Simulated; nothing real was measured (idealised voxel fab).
Process module under the name voxel fin reveal
Square cell edge 5 nm, section width 195 nm, ID cut.
Just so we're on the same page, the cross-sections are grids of square cells, and they're listed out in bands top to bottom, each band one or more rows deep.
Per band: top height and bottom height in nm, followed by the left-to-right materials and their widths in nm; "throughout" marks a single material spanning edge to edge, "blank" marks empty space.
Counting heights begins at 0, where everything beneath is, in the wafer as received, one material. The lowest band has no bottom; it goes on downwards, as "0 -> down" shows.
Note: "30 to 40" means the width goes from the first number (top row of the band) to the second number (bottom row) in equal steps per row of cells.
You'll sometimes find "same as before" written for a step, and that's the way of saying that nowhere in the cross-section did a cell change during that step.
Basically, "Cavities, closed" tells you about the enclosed voids: empty spaces with no open way to the top, 8 cells or bigger, each written width x height at distance, where distance is from the left edge, all in nm.
That trailing text on a step's line, after the settings, is the simulator's own remark on the step.
overlay nm: where the mask lay relative to plan, measured to the right, on steps with a mask; negatives go left.
-- Planned step list for the process
1,op RECEIVE | material Si
2,op CONFORMAL_DEP | material SiN | thk nm 5
3,op PATTERN | tone cover | mask id FINS | material resist | width nm 15 | pitch nm 35 | thk nm 20 | overlay nm 0
4,op DIRECTIONAL_ETCH | etch materials SiN | depth nm 5
5,op DIRECTIONAL_ETCH | etch materials Si | depth nm 40
6,op STRIP | etch materials resist
7,op FILL_DEP | material SiO2 | thk nm 10
8,op CMP | height nm 5
9,op SELECTIVE_ETCH | etch materials SiO2 | depth nm 30
10,op STRIP | etch materials SiN
11,op CONFORMAL_DEP | material SiO2 | thk nm 5
Quick note for whoever runs this: the wafers start identical, but the thk nm at step 11 isn't the same across them. The plan just shows what the first wafer had.
-- Sectional view: first of several wafers, as received, after step 1
0 -> down = Si throughout
Cavities, closed: none
-- Every row in this table is a wafer at the end of the module, and it gives, for each of the materials, the cells that wafer has gained (+) or lost (-) since it was received, then its closed voids
thk nm 5, -264 Si, +158 SiO2, Cavities, closed: none
thk nm 10, -264 Si, +217 SiO2, Cavities, closed: none
thk nm 15, -264 Si, +266 SiO2, Cavities, closed: none
thk nm 20, -264 Si, +315 SiO2, Cavities, closed: none
